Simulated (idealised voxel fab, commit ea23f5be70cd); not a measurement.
process module | voxel tone inversion
Cross-sectional view cut (width: 275 nm; square cell size: 5 nm).
How to read a cross-section here: the picture is a grid of square cells, written as bands going from the top down, and any band can span one or more rows of cells. Top, bottom (nm), then materials left to right with widths (nm); lone material tagged "full width" fills the whole band edge to edge; "empty" = empty space. All heights in this document are referenced to 0, defined as the level beneath which the wafer, as received, consists entirely of one material. The lowest band is not bounded below; it extends indefinitely downward and is written in the form "top 0, no bottom". Graded width ("30..40"): value in top row of band = first number; value in bottom row = second number; row-to-row change constant. Where the words "stayed the same" appear for a step, the cross-section shows no cell changed by that step; every cell remained as before. "Unvented internal voids" contains a list of empty spaces, each no smaller than 8 cells and without an open way to the top, written in the form width x height at distance with the distance from the left edge and all three in nm. It should be noted that, on the line of a given step, the content following the step's settings is a remark produced by the simulator itself with respect to that step. On any step carrying a mask, the "overlay nm" setting, if present on the step's line, tells how far right of its planned place the mask lay; negative values point to the left.
PROCESS STEPS - PLAN
step 1: RECEIVE (material Si)
step 2: CONFORMAL_DEP (material SiCN; thk nm 5)
step 3: DIRECTIONAL_DEP (material aC; thk nm 25)
step 4: PATTERN (tone cover; mask id POSTS; material resist; width nm 15; pitch nm 35; thk nm 35; overlay nm 0)
step 5: DIRECTIONAL_ETCH (etch materials aC; depth nm 25)
step 6: STRIP (etch materials resist)
step 7: FILL_DEP (material lowk; thk nm 10)
step 8: CMP (height nm 30)
step 9: STRIP (etch materials aC)
THE CROSS-SECTION HERE SHOWS THE WAFER AS RECEIVED, I.E. IN ITS STATE AFTER STEP 1
- top 0, no bottom  Si full width
- Unvented internal voids: none
A WAFER AT THE END: THIS START, THIS PLAN, ONE MISTAKE
- top 35, bottom 30  lowk full width
- top 30, bottom 5  75 of lowk | 15 of aC | 20 of lowk | 15 of aC | 20 of lowk | 15 of aC | 20 of lowk | 15 of aC | 80 of lowk
- top 5, bottom 0  SiCN full width
- top 0, no bottom  Si full width
- Unvented internal voids: none
Deviation from plan: step 8 did not use the planned setting and instead ran as CMP (height nm 35)
